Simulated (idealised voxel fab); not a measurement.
Process module name: voxel plated lines
Section cut is 230 nm wide and gridded with 5 nm square cells.
In this document a cross-section is written as a grid of square cells. It is given as a series of bands, listed from the top down, and a band is one or more rows of cells.
First you get the band's top height and its bottom height, in nm, and then the materials it's made of, left to right, with each width in nm. If you see a single material with "full width", that one covers the band edge to edge. "blank" is empty space.
The reference from which all heights are counted is 0, the level beneath which the as-received wafer is entirely one material; the lowest band, having no lower bound, proceeds downward and is written after the example "from 0 down".
Quick explanation for "30 to 40": the width changes in equal steps down the rows of cells, from the first number in the band's top row to the second number in its bottom row.
A step reported as "remained the same" is a step in which no cell of the cross-section changed.
Closed-off voids of 8+ cells (no open route to the top) go in "Enclosed internal cavities", written width x height at distance from the left edge, in nm.
Post-settings text on a step line: simulator's own remark regarding the step.
Each step line may optionally specify "overlay nm", which for a step with a mask gives the rightward distance between the mask's planned place and where it lay, a negative value indicating the leftward direction.

## These are the steps we planned for the process
1 RECEIVE: material Si
2 CONFORMAL_DEP: material SiN, thk nm 5
3 DIRECTIONAL_DEP: material TiN, thk nm 5
4 PATTERN: tone open, mask id LINES, material resist, width nm 20, pitch nm 50, thk nm 25, overlay nm 0
5 EPI: material Ru, thk nm 10
6 EPI: material Ru, thk nm 5
7 STRIP: etch materials resist
8 DIRECTIONAL_ETCH: etch materials TiN, depth nm 5
9 CONFORMAL_DEP: material SiCN, thk nm 10

## What follows covers the first of two wafers; it ran as planned

## Here's what the wafer looked like in cross-section when it arrived - that's after step 1
from 0 down: Si full width
Enclosed internal cavities: none

## After step 2: wafer cross-section
from 5 to 0: SiN full width
Below 0 it's all the same as before, nothing changed down there.

## After step 3: wafer cross-section
from 10 to 5: TiN full width
Below 5 it's all the same as before, nothing changed down there.

## After step 4: wafer cross-section
from 35 to 10: resist 80 | blank 20 | resist 30 | blank 20 | resist 80
Below 10 it's all the same as before, nothing changed down there.

## After step 5: wafer cross-section
from 35 to 20: resist 80 | blank 20 | resist 30 | blank 20 | resist 80
from 20 to 10: resist 80 | Ru 20 | resist 30 | Ru 20 | resist 80
Below 10 it's all the same as before, nothing changed down there.

## After step 6: wafer cross-section
from 35 to 25: resist 80 | blank 20 | resist 30 | blank 20 | resist 80
from 25 to 10: resist 80 | Ru 20 | resist 30 | Ru 20 | resist 80
Below 10 it's all the same as before, nothing changed down there.

## After step 7: wafer cross-section
from 25 to 10: blank 80 | Ru 20 | blank 30 | Ru 20 | blank 80
Below 10 it's all the same as before, nothing changed down there.

## After step 8: wafer cross-section
from 25 to 10: blank 80 | Ru 20 | blank 30 | Ru 20 | blank 80
from 10 to 5: blank 80 | TiN 20 | blank 30 | TiN 20 | blank 80
Below 5 it's all the same as before, nothing changed down there.

## After step 9: wafer cross-section
from 35 to 25: blank 70 | SiCN 40 | blank 10 | SiCN 40 | blank 70
from 25 to 15: blank 70 | SiCN 10 | Ru 20 | SiCN 10 | blank 10 | SiCN 10 | Ru 20 | SiCN 10 | blank 70
from 15 to 10: SiCN 80 | Ru 20 | SiCN 30 | Ru 20 | SiCN 80
from 10 to 5: SiCN 80 | TiN 20 | SiCN 30 | TiN 20 | SiCN 80
Below 5 it's all the same as before, nothing changed down there.

## Wafer two of two - same starting point, same process plan, one mistake in execution; matches wafer one up to and including step 3

## Cross-section, second wafer, at the end time the plan gives for step 4
from 35 to 10: resist 80 | blank 25 | resist 25 | blank 25 | resist 75
Below 10 it's all the same as before, nothing changed down there.

## Cross-section, second wafer, at the end time the plan gives for step 5
from 35 to 20: resist 80 | blank 25 | resist 25 | blank 25 | resist 75
from 20 to 10: resist 80 | Ru 25 | resist 25 | Ru 25 | resist 75
Below 10 it's all the same as before, nothing changed down there.

## Cross-section, second wafer, at the end time the plan gives for step 6
from 35 to 25: resist 80 | blank 25 | resist 25 | blank 25 | resist 75
from 25 to 10: resist 80 | Ru 25 | resist 25 | Ru 25 | resist 75
Below 10 it's all the same as before, nothing changed down there.

## Cross-section, second wafer, at the end time the plan gives for step 7
from 25 to 10: blank 80 | Ru 25 | blank 25 | Ru 25 | blank 75
Below 10 it's all the same as before, nothing changed down there.

## Cross-section, second wafer, at the end time the plan gives for step 8
from 25 to 10: blank 80 | Ru 25 | blank 25 | Ru 25 | blank 75
from 10 to 5: blank 80 | TiN 25 | blank 25 | TiN 25 | blank 75
Below 5 it's all the same as before, nothing changed down there.

## Cross-section, second wafer, at the end time the plan gives for step 9
from 35 to 25: blank 70 | SiCN 45 | blank 5 | SiCN 45 | blank 65
from 25 to 15: blank 70 | SiCN 10 | Ru 25 | SiCN 10 | blank 5 | SiCN 10 | Ru 25 | SiCN 10 | blank 65
from 15 to 10: SiCN 80 | Ru 25 | SiCN 25 | Ru 25 | SiCN 75
from 10 to 5: SiCN 80 | TiN 25 | SiCN 25 | TiN 25 | SiCN 75
Below 5 it's all the same as before, nothing changed down there.
Processing error: step 4 went in with a setting other than planned; the actual run was PATTERN: tone open, mask id LINES, material resist, width nm 25, pitch nm 50, thk nm 25, overlay nm 0
Wrapping up, a cell-based count of both wafers puts the second over or under the first for these materials: Ru: 6 more | TiN: 2 more
